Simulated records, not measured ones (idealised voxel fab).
Herein follows the process module entitled voxel wiring stack.
In the cross-section labelled cut, the width is 190 nm and each square cell is 5 nm.
A cross-section in this document is a grid of square cells, and it is written down as bands, the top band listed before the ones below it; a band is made up of one or more rows of cells.
A band entry consists of two parts. The first gives the height of the band's top and the height of its bottom, in nm. The rest lists the band's materials from left to right, each with its width in nm. A single material labelled with the word "edge to edge" fills the band from edge to edge, and the word "air" marks empty space.
Heights are measured from 0, the level below which the as-received wafer is all one material; the lowest band has no bottom and continues downward, written as in "0 nm and below".
Width "30 to 40": first value at the band's top row of cells, second value at its bottom row, equal change from row to row.
Step marked "no change"? Then no cell in the cross-section changed in it.
Under "Closed voids list" you'll find the enclosed gaps, the ones with no way out to the top, that are 8 cells or bigger; each reads width x height at distance, with distance counted from the left edge, everything in nm.
It should be noted that, on the line of a given step, the content following the step's settings is a remark produced by the simulator itself with respect to that step.
Among the settings permitted on a step's line is "overlay nm"; applied to a step with a mask, it specifies the extent to which the mask lay to the right of its planned position, whereas a negative figure signifies a position to the left.

[These are the steps we planned for the process]
1,RECEIVE | material Si
2,CONFORMAL_DEP | material SiO2 | thk nm 10
3,CONFORMAL_DEP | material SiN | thk nm 5
4,DIRECTIONAL_DEP | material lowk | thk nm 15
5,DIRECTIONAL_DEP | material aC | thk nm 10
6,PATTERN | tone open | mask id METAL_1 | material resist | width nm 25 | pitch nm 50 | thk nm 30 | overlay nm 0
7,DIRECTIONAL_ETCH | etch materials aC | depth nm 10
8,STRIP | etch materials resist
9,DIRECTIONAL_ETCH | etch materials lowk | depth nm 15
10,DIRECTIONAL_ETCH | etch materials SiN | depth nm 5
11,STRIP | etch materials aC
12,CONFORMAL_DEP | material TiN | thk nm 5
13,FILL_DEP | material Cu | thk nm 5
14,CMP | height nm 30
15,EPI | material Ru | thk nm 5
16,FILL_DEP | material SiCN | thk nm 5
17,DIRECTIONAL_DEP | material SiO2 | thk nm 25
18,DIRECTIONAL_DEP | material aC | thk nm 15
19,PATTERN | tone open | mask id METAL_2 | material resist | width nm 25 | pitch nm 50 | thk nm 30 | overlay nm 0
20,DIRECTIONAL_ETCH | etch materials aC | depth nm 15
21,STRIP | etch materials resist
22,DIRECTIONAL_ETCH | etch materials SiO2 | depth nm 15
23,STRIP | etch materials aC
24,MASKED_ETCH | tone open | mask id METAL_2_HOLES | width nm 15 | etch materials SiO2 | depth nm 10 | overlay nm 0
25,MASKED_ETCH | tone open | mask id METAL_2_HOLES | width nm 15 | etch materials SiCN | depth nm 5 | overlay nm 0
26,CONFORMAL_DEP | material TiN | thk nm 5
27,FILL_DEP | material Cu | thk nm 5
28,CMP | height nm 65
29,CONFORMAL_DEP | material SiCN | thk nm 5

[Cross-section of the wafer as it came to us, i.e., already through step 1]
	0 nm and below  Si edge to edge
	Closed voids list: none

[The cross-section shown corresponds to the wafer at the conclusion of the module. The initial structure and the process plan are those presented above; however, one mistake occurred in executing the plan]
	70 nm to 65 nm  SiCN edge to edge
	65 nm to 55 nm  55 of SiO2, then 5 of TiN, then 15 of Cu, then 5 of TiN, then 25 of SiO2, then 5 of TiN, then 15 of Cu, then 5 of TiN, then 60 of SiO2
	55 nm to 50 nm  55 of SiO2, then 10 of TiN, then 5 of Cu, then 10 of TiN, then 25 of SiO2, then 25 of TiN, then 60 of SiO2
	50 nm to 45 nm  60 of SiO2, then 5 of TiN, then 5 of Cu, then 5 of TiN, then 115 of SiO2
	45 nm to 40 nm  60 of SiO2, then 15 of TiN, then 115 of SiO2
	40 nm to 35 nm  60 of SiCN, then 10 of TiN, then 120 of SiCN
	35 nm to 30 nm  50 of SiCN, then 35 of Ru, then 15 of SiCN, then 35 of Ru, then 55 of SiCN
	30 nm to 15 nm  55 of lowk, then 5 of TiN, then 15 of Cu, then 5 of TiN, then 25 of lowk, then 5 of TiN, then 15 of Cu, then 5 of TiN, then 60 of lowk
	15 nm to 10 nm  55 of SiN, then 25 of TiN, then 25 of SiN, then 25 of TiN, then 60 of SiN
	10 nm to 0 nm  SiO2 edge to edge
	0 nm and below  Si edge to edge
	Closed voids list: none
Misprocessing identified: step 24 did not use the planned setting and instead ran as MASKED_ETCH | tone open | mask id METAL_2_HOLES | width nm 15 | etch materials SiO2 | depth nm 10 | overlay nm 5
